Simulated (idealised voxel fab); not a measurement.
Herein follows the process module entitled voxel trench capacitor.
Displayed cross-section: cut, width of 205 nm, square cells sized 5 nm.
We lay out every cross-section as a grid of square cells and spell it out in bands from the top down, where one band means one or more rows of cells.
Band: top and bottom heights (nm) first, top before bottom; then materials from left to right, widths in nm. "all across" marks a sole material filling the band edge to edge. "air" denotes empty space.
All heights in this document are referenced to 0, defined as the level beneath which the wafer, as received, consists entirely of one material. The lowest band is not bounded below; it extends indefinitely downward and is written in the form "0 down".
So if you see something like "30->40" for the width, read it as the top row of the band sitting at the first number and the bottom row at the second, with every row in between moving by the same amount as the last.
For the purposes of this document, the phrase "no modifications" attached to a step denotes that no cell within the cross-section was modified by that step.
What "Sealed cavities" gives you is every empty space of 8 cells or more that is cut off from the top. Each appears as width x height at distance, with the distance taken from the left edge and width, height and distance all in nm.
after a step's settings: what the simulator itself notes on the step
overlay nm: mask offset rightward from planned place, masked step; negative means leftward offset.

-- The steps planned for the process are as follows
1) RECEIVE (material Si)
2) CONFORMAL_DEP (material SiN; thk nm 10)
3) DIRECTIONAL_DEP (material aC; thk nm 15)
4) PATTERN (tone open; mask id TRENCH; material resist; width nm 25; pitch nm 45; thk nm 35; overlay nm 0)
5) DIRECTIONAL_ETCH (etch materials aC; depth nm 15)
6) STRIP (etch materials resist)
7) DIRECTIONAL_ETCH (etch materials SiN; depth nm 10)
8) DIRECTIONAL_ETCH (etch materials Si; depth nm 40)
9) STRIP (etch materials aC)
10) CONFORMAL_DEP (material HfO2; thk nm 5)
11) CONFORMAL_DEP (material TiN; thk nm 5)
12) FILL_DEP (material W; thk nm 5)
13) CMP (height nm 10)

-- Cross-section, incoming material, after step 1
    0 down: Si all across
    Sealed cavities: none

-- First of two wafers: cross-section at end of module, run per plan
    10 to 0: SiN 65, then HfO2 5, then TiN 5, then W 5, then TiN 5, then HfO2 5, then SiN 20, then HfO2 5, then TiN 5, then W 5, then TiN 5, then HfO2 5, then SiN 70
    0 to -30: Si 65, then HfO2 5, then TiN 5, then W 5, then TiN 5, then HfO2 5, then Si 20, then HfO2 5, then TiN 5, then W 5, then TiN 5, then HfO2 5, then Si 70
    -30 to -35: Si 65, then HfO2 5, then TiN 15, then HfO2 5, then Si 20, then HfO2 5, then TiN 15, then HfO2 5, then Si 70
    -35 to -40: Si 65, then HfO2 25, then Si 20, then HfO2 25, then Si 70
    -40 down: Si all across
    Sealed cavities: none

-- Cross-section of the latter of the two wafers at module completion. It had an identical start and an identical plan to the former; in running it, one mistake was made
    10 to 0: SiN 70, then HfO2 5, then TiN 5, then HfO2 5, then SiN 30, then HfO2 5, then TiN 5, then HfO2 5, then SiN 75
    0 to -35: Si 70, then HfO2 5, then TiN 5, then HfO2 5, then Si 30, then HfO2 5, then TiN 5, then HfO2 5, then Si 75
    -35 to -40: Si 70, then HfO2 15, then Si 30, then HfO2 15, then Si 75
    -40 down: Si all across
    Sealed cavities: none
So what did we get wrong on this run? not per plan at step 4, really ran PATTERN (tone open; mask id TRENCH; material resist; width nm 15; pitch nm 45; thk nm 35; overlay nm 0)
End of process, cell counts, second wafer against first, materials with more or fewer: 4 fewer of HfO2; 32 more of Si; 8 more of SiN; 20 fewer of TiN; 16 fewer of W
